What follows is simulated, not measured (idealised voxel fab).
process module | voxel lift off
cross-section cut | 140 nm wide | cells 5 nm
A cross-section is a grid of square cells, given in bands from the top down. A band is one or more rows of cells.
Each band's line starts with the height of the band's top and of its bottom, in nm. Then come its materials from left to right, each with its width in nm. One material with "throughout" fills the band from edge to edge. "air" is empty space.
Height 0 is the level under which the wafer as received is all one material. The lowest band goes on downwards, as in "0 down".
A width such as "30 to 40" changes by the same amount from each row of cells to the next, from the band's top row to its bottom row.
"no change" after a step means that no cell of the cross-section changed.
closed voids: empty space of 8 cells or more with no open way to the top, each as width x height at its distance from the left edge, in nm
after a step's settings: what the simulator itself notes on the step
overlay nm, on a step with a mask: how far to the right of its planned place the mask lay; to the left if negative
plan
1 op RECEIVE | material Si
2 op CONFORMAL_DEP | material Al2O3 | thk nm 10
3 op PATTERN | tone open | mask id LINES | material resist | width nm 20 | pitch nm 35 | thk nm 25 | overlay nm 0
4 op DIRECTIONAL_DEP | material Ru | thk nm 10
5 op STRIP | etch materials resist
6 op CONFORMAL_DEP | material SiCN | thk nm 10
first wafer, as planned
as received, after step 1
  0 down: Si throughout
  closed voids: none
after step 2
  10 to 0: Al2O3 throughout
  below 0: unchanged
after step 3
  35 to 10: resist 40 | air 20 | resist 15 | air 20 | resist 45
  below 10: unchanged
after step 4
  45 to 35: Ru 40 | air 20 | Ru 15 | air 20 | Ru 45
  35 to 20: resist 40 | air 20 | resist 15 | air 20 | resist 45
  20 to 10: resist 40 | Ru 20 | resist 15 | Ru 20 | resist 45
  below 10: unchanged
after step 5
  20 to 10: air 40 | Ru 20 | air 15 | Ru 20 | air 45
  below 10: unchanged
after step 6
  30 to 20: air 30 | SiCN 75 | air 35
  20 to 10: SiCN 40 | Ru 20 | SiCN 15 | Ru 20 | SiCN 45
  below 10: unchanged
second wafer: like start, like plan, one mistake. Through step 2 it matches the first wafer
when step 3 should have ended
  35 to 10: resist 30 | air 20 | resist 15 | air 20 | resist 55
  below 10: unchanged
when step 4 should have ended
  45 to 35: Ru 30 | air 20 | Ru 15 | air 20 | Ru 55
  35 to 20: resist 30 | air 20 | resist 15 | air 20 | resist 55
  20 to 10: resist 30 | Ru 20 | resist 15 | Ru 20 | resist 55
  below 10: unchanged
when step 5 should have ended
  20 to 10: air 30 | Ru 20 | air 15 | Ru 20 | air 55
  below 10: unchanged
when step 6 should have ended
  30 to 20: air 20 | SiCN 75 | air 45
  20 to 10: SiCN 30 | Ru 20 | SiCN 15 | Ru 20 | SiCN 55
  below 10: unchanged
what went wrong: step 3 ran as: op PATTERN | tone open | mask id LINES | material resist | width nm 20 | pitch nm 35 | thk nm 25 | overlay nm -10
at the end the second wafer has, in cells: as many of each material as the first, in other places
